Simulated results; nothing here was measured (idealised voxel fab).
Documented hereafter: the process module known as voxel double patterning.
In the cross-section labelled cut, the width is 160 nm and each square cell is 5 nm.
Think of the cross-section as a grid of square cells. We describe it in bands, top to bottom, and each band covers one or more rows of those cells. Read a band's entry like this: the first values are the height of its top and the height of its bottom in nm, and what follows is the sequence of materials from left to right, each with its width in nm. Note that "empty" is empty space, and that a single material marked "edge to edge" reaches across the band from edge to edge. All heights in this document are referenced to 0, defined as the level beneath which the wafer, as received, consists entirely of one material. The lowest band is not bounded below; it extends indefinitely downward and is written in the form "0 and below". Graded width ("30..40"): value in top row of band = first number; value in bottom row = second number; row-to-row change constant. What does "nothing got changed" mean for a step? It means no cell of the cross-section changed in that step. For the entry "Closed empty spaces", the listed items are empty spaces with no open way to the top whose size is 8 cells or more; each item follows the pattern width x height at distance, where distance is from the left edge and all three are in nm. Step line, after settings: the simulator's comment on this step. "overlay nm", when on a step's line for a step with a mask, measures how far to the right of its planned place the mask lay; a negative measure means to the left.
## Process steps (planned)
1) RECEIVE | material Si
2) CONFORMAL_DEP | material SiO2 | thk nm 5
3) DIRECTIONAL_DEP | material TiN | thk nm 10
4) DIRECTIONAL_DEP | material SiCN | thk nm 5
5) PATTERN | tone open | mask id FIRST | material resist | width nm 15 | pitch nm 50 | thk nm 20 | overlay nm 0
6) DIRECTIONAL_ETCH | etch materials SiCN | depth nm 5
7) STRIP | etch materials resist
8) PATTERN | tone open | mask id SECOND | material resist | width nm 15 | thk nm 20 | overlay nm 0
9) DIRECTIONAL_ETCH | etch materials SiCN | depth nm 5
10) STRIP | etch materials resist
11) DIRECTIONAL_ETCH | etch materials TiN | depth nm 10
12) STRIP | etch materials SiCN
## Account of the first of two wafers, which was processed as intended
## Wafer as received: cross-section following step 1
- 0 and below = Si edge to edge
- Closed empty spaces: none
## You're looking at a cross-section of the wafer after step 2
- 5 down to 0 = SiO2 edge to edge
- Everything below 0 is unchanged.
## You're looking at a cross-section of the wafer after step 3
- 15 down to 5 = TiN edge to edge
- Everything below 5 is unchanged.
## You're looking at a cross-section of the wafer after step 4
- 20 down to 15 = SiCN edge to edge
- Everything below 15 is unchanged.
## You're looking at a cross-section of the wafer after step 5
- 40 down to 20 = 45 of resist, then 15 of empty, then 35 of resist, then 15 of empty, then 50 of resist
- Everything below 20 is unchanged.
## You're looking at a cross-section of the wafer after step 6
- 40 down to 20 = 45 of resist, then 15 of empty, then 35 of resist, then 15 of empty, then 50 of resist
- 20 down to 15 = 45 of SiCN, then 15 of empty, then 35 of SiCN, then 15 of empty, then 50 of SiCN
- Everything below 15 is unchanged.
## You're looking at a cross-section of the wafer after step 7
- 20 down to 15 = 45 of SiCN, then 15 of empty, then 35 of SiCN, then 15 of empty, then 50 of SiCN
- Everything below 15 is unchanged.
## You're looking at a cross-section of the wafer after step 8
- 40 down to 20 = 70 of resist, then 15 of empty, then 75 of resist
- 20 down to 15 = 45 of SiCN, then 15 of resist, then 35 of SiCN, then 15 of resist, then 50 of SiCN
- Everything below 15 is unchanged.
## You're looking at a cross-section of the wafer after step 9
- 40 down to 20 = 70 of resist, then 15 of empty, then 75 of resist
- 20 down to 15 = 45 of SiCN, then 15 of resist, then 10 of SiCN, then 15 of empty, then 10 of SiCN, then 15 of resist, then 50 of SiCN
- Everything below 15 is unchanged.
## You're looking at a cross-section of the wafer after step 10
- 20 down to 15 = 45 of SiCN, then 15 of empty, then 10 of SiCN, then 15 of empty, then 10 of SiCN, then 15 of empty, then 50 of SiCN
- Everything below 15 is unchanged.
## You're looking at a cross-section of the wafer after step 11
- 20 down to 15 = 45 of SiCN, then 15 of empty, then 10 of SiCN, then 15 of empty, then 10 of SiCN, then 15 of empty, then 50 of SiCN
- 15 down to 5 = 45 of TiN, then 15 of empty, then 10 of TiN, then 15 of empty, then 10 of TiN, then 15 of empty, then 50 of TiN
- Everything below 5 is unchanged.
## You're looking at a cross-section of the wafer after step 12
- 15 down to 5 = 45 of TiN, then 15 of empty, then 10 of TiN, then 15 of empty, then 10 of TiN, then 15 of empty, then 50 of TiN
- Everything below 5 is unchanged.
## Wafer two: like wafer one in start and plan, but with one mistake in execution; identical up to and including step 1
## Second wafer, cross-section, planned end of step 2
- 10 down to 0 = TiN edge to edge
- Everything below 0 is unchanged.
## Second wafer, cross-section, planned end of step 3
- 15 down to 10 = SiO2 edge to edge
- Everything below 10 is unchanged.
## Second wafer, cross-section, planned end of step 4
- 20 down to 15 = SiCN edge to edge
- Everything below 15 is unchanged.
## Second wafer, cross-section, planned end of step 5
- 40 down to 20 = 45 of resist, then 15 of empty, then 35 of resist, then 15 of empty, then 50 of resist
- Everything below 20 is unchanged.
## Second wafer, cross-section, planned end of step 6
- 40 down to 20 = 45 of resist, then 15 of empty, then 35 of resist, then 15 of empty, then 50 of resist
- 20 down to 15 = 45 of SiCN, then 15 of empty, then 35 of SiCN, then 15 of empty, then 50 of SiCN
- Everything below 15 is unchanged.
## Second wafer, cross-section, planned end of step 7
- 20 down to 15 = 45 of SiCN, then 15 of empty, then 35 of SiCN, then 15 of empty, then 50 of SiCN
- Everything below 15 is unchanged.
## Second wafer, cross-section, planned end of step 8
- 40 down to 20 = 70 of resist, then 15 of empty, then 75 of resist
- 20 down to 15 = 45 of SiCN, then 15 of resist, then 35 of SiCN, then 15 of resist, then 50 of SiCN
- Everything below 15 is unchanged.
## Second wafer, cross-section, planned end of step 9
- 40 down to 20 = 70 of resist, then 15 of empty, then 75 of resist
- 20 down to 15 = 45 of SiCN, then 15 of resist, then 10 of SiCN, then 15 of empty, then 10 of SiCN, then 15 of resist, then 50 of SiCN
- Everything below 15 is unchanged.
## Second wafer, cross-section, planned end of step 10
- 20 down to 15 = 45 of SiCN, then 15 of empty, then 10 of SiCN, then 15 of empty, then 10 of SiCN, then 15 of empty, then 50 of SiCN
- Everything below 15 is unchanged.
Second wafer, cross-section, planned end of step 11: nothing got changed
## Second wafer, cross-section, planned end of step 12
- 15 down to 10 = SiO2 edge to edge
- Everything below 10 is unchanged.
Processing error: transposition of steps 2 and 3 relative to the planned sequence
Materials where the second wafer ends with more or fewer cells than the first: 18 more of TiN
